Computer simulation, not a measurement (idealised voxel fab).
The following process module bears the name voxel tone inversion.
Cross-sectional view cut (width: 220 nm; square cell size: 5 nm).
This document writes a cross-section as a grid whose cells are square, and gives it as bands, listed from the top down; one or more rows of cells form a band. Heights first: top, then bottom, in nm. Then materials, left to right, each with a width in nm. "full width" on a single material: fills the band edge to edge. "blank": empty space. Height reference: 0 = level under which incoming wafer is all one material. Lowest band: no bottom, runs on downward, e.g. "0 down". Width "30..40": first value at the band's top row of cells, second value at its bottom row, equal change from row to row. What does "no alteration" mean for a step? It means no cell of the cross-section changed in that step. So "Closed void list" is basically the list of trapped voids: any empty space of 8 cells or more that can't reach the top through an opening. They're written width x height at distance, the distance being from the left edge, and it's all nm. On a step's line, text after the settings is the simulator commenting on that step. If you see "overlay nm" on a step's line and that step has a mask, it's telling you how far right of where it was planned the mask ended up; a negative number means it went left instead.

### Intended process steps
1,RECEIVE,material Si
2,CONFORMAL_DEP,material SiN,thk nm 10
3,DIRECTIONAL_DEP,material polySi,thk nm 25
4,PATTERN,tone cover,mask id POSTS,material resist,width nm 20,pitch nm 45,thk nm 30,overlay nm 0
5,DIRECTIONAL_ETCH,etch materials polySi,depth nm 25
6,STRIP,etch materials resist
7,FILL_DEP,material lowk,thk nm 10
8,CMP,height nm 35
9,STRIP,etch materials polySi
10,CONFORMAL_DEP,material TiN,thk nm 5
11,FILL_DEP,material Cu,thk nm 5
12,CMP,height nm 35
13,CONFORMAL_DEP,material SiCN,thk nm 5
It is noted that the wafers described herein are identical at the outset and are distinguished by the thk nm of step 13; the value stated in the plan corresponds to the first wafer.

### The first of several wafers in cross-section, exactly as it reached us after step 1
- 0 down | Si full width
- Closed void list: none

### Where each wafer stands at the end of the module, a row apiece: cells of each material gained (+) or lost (-) since it was received, then closed voids
thk nm 5; +32 Cu; +44 SiCN; +88 SiN; +48 TiN; +140 lowk; Closed void list: none
thk nm 10; +32 Cu; +88 SiCN; +88 SiN; +48 TiN; +140 lowk; Closed void list: none
thk nm 15; +32 Cu; +132 SiCN; +88 SiN; +48 TiN; +140 lowk; Closed void list: none
thk nm 20; +32 Cu; +176 SiCN; +88 SiN; +48 TiN; +140 lowk; Closed void list: none
